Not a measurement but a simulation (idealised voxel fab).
process module | voxel double patterning
cross-section cut | 205 nm wide | cells 5 nm
A cross-section is a grid of square cells, given in bands from the top down. A band is one or more rows of cells.
Each band's line starts with the height of the band's top and of its bottom, in nm. Then come its materials from left to right, each with its width in nm. One material with "throughout" fills the band from edge to edge. "air" is empty space.
Height 0 is the level under which the wafer as received is all one material. The lowest band goes on downwards, as in "0 down".
A width such as "30 to 40" changes by the same amount from each row of cells to the next, from the band's top row to its bottom row.
"no change" after a step means that no cell of the cross-section changed.
closed voids: empty space of 8 cells or more with no open way to the top, each as width x height at its distance from the left edge, in nm
after a step's settings: what the simulator itself notes on the step
overlay nm, on a step with a mask: how far to the right of its planned place the mask lay; to the left if negative
plan
1 op RECEIVE | material Si
2 op CONFORMAL_DEP | material SiO2 | thk nm 10
3 op DIRECTIONAL_DEP | material TiN | thk nm 10
4 op DIRECTIONAL_DEP | material SiN | thk nm 5
5 op MASKED_ETCH | tone open | mask id FIRST | width nm 15 | pitch nm 50 | etch materials SiN | depth nm 5 | overlay nm 0
6 op DIRECTIONAL_DEP | material aC | thk nm 15
7 op PATTERN | tone open | mask id SECOND | material resist | width nm 15 | pitch nm 50 | thk nm 30 | overlay nm 0
8 op DIRECTIONAL_ETCH | etch materials aC | depth nm 15
9 op STRIP | etch materials resist
10 op DIRECTIONAL_ETCH | etch materials SiN | depth nm 5
11 op STRIP | etch materials aC
12 op DIRECTIONAL_ETCH | etch materials TiN | depth nm 10
13 op STRIP | etch materials SiN
as received, after step 1
  0 down: Si throughout
  closed voids: none
first wafer at the end, as planned
  20 to 10: TiN 45 | air 15 | TiN 10 | air 15 | TiN 10 | air 15 | TiN 10 | air 15 | TiN 10 | air 15 | TiN 45
  10 to 0: SiO2 throughout
  0 down: Si throughout
  closed voids: none
second wafer at the end: like start, like plan, one mistake
  20 to 10: TiN 35 | air 15 | TiN 20 | air 30 | TiN 20 | air 30 | TiN 55
  10 to 0: SiO2 throughout
  0 down: Si throughout
  closed voids: none
what went wrong: step 5 ran as: op MASKED_ETCH | tone open | mask id FIRST | width nm 15 | pitch nm 50 | etch materials SiN | depth nm 5 | overlay nm -10
at the end the second wafer has, in cells: as many of each material as the first, in other places
